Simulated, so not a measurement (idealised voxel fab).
process module | voxel plated lines
cross-section cut | 275 nm wide | cells 5 nm
A cross-section is a grid of square cells, given in bands from the top down. A band is one or more rows of cells.
Each band's line starts with the height of the band's top and of its bottom, in nm. Then come its materials from left to right, each with its width in nm. One material with "throughout" fills the band from edge to edge. "air" is empty space.
Height 0 is the level under which the wafer as received is all one material. The lowest band goes on downwards, as in "0 down".
A width such as "30 to 40" changes by the same amount from each row of cells to the next, from the band's top row to its bottom row.
"no change" after a step means that no cell of the cross-section changed.
closed voids: empty space of 8 cells or more with no open way to the top, each as width x height at its distance from the left edge, in nm
after a step's settings: what the simulator itself notes on the step
overlay nm, on a step with a mask: how far to the right of its planned place the mask lay; to the left if negative
plan
1 op RECEIVE | material Si
2 op CONFORMAL_DEP | material Al2O3 | thk nm 5
3 op DIRECTIONAL_DEP | material TiN | thk nm 5
4 op PATTERN | tone open | mask id LINES | material resist | width nm 30 | pitch nm 45 | thk nm 25 | overlay nm 0
5 op EPI | material Ru | thk nm 10
6 op EPI | material Ru | thk nm 10
7 op STRIP | etch materials resist
8 op DIRECTIONAL_ETCH | etch materials TiN | depth nm 5
9 op CONFORMAL_DEP | material SiO2 | thk nm 5
as received, after step 1
  0 down: Si throughout
  closed voids: none
first wafer at the end, as planned
  35 to 30: air 95 | SiO2 40 | air 5 | SiO2 40 | air 95
  30 to 10: air 95 | SiO2 5 | Ru 30 | SiO2 5 | air 5 | SiO2 5 | Ru 30 | SiO2 5 | air 95
  10 to 5: SiO2 100 | TiN 30 | SiO2 15 | TiN 30 | SiO2 100
  5 to 0: Al2O3 throughout
  0 down: Si throughout
  closed voids: none
second wafer at the end: like start, like plan, one mistake
  45 to 40: air 90 | SiO2 95 | air 90
  40 to 30: air 90 | SiO2 5 to 10 | Ru 40 to 30 | SiO2 5 to 15 | Ru 40 to 30 | SiO2 5 to 10 | air 90
  30 to 15: air 95 | SiO2 5 | Ru 30 | SiO2 5 | air 5 | SiO2 5 | Ru 30 | SiO2 5 | air 95
  15 to 10: air 90 | SiO2 10 | Ru 30 | SiO2 15 | Ru 30 | SiO2 10 | air 90
  10 to 5: SiO2 95 | TiN 40 | SiO2 5 | TiN 40 | SiO2 95
  5 to 0: Al2O3 throughout
  0 down: Si throughout
  closed voids: none
what went wrong: one of the steps 5 and 6, which are alike, was run twice
at the end the second wafer has, in cells: 28 more of Ru | 12 more of SiO2 | 4 more of TiN
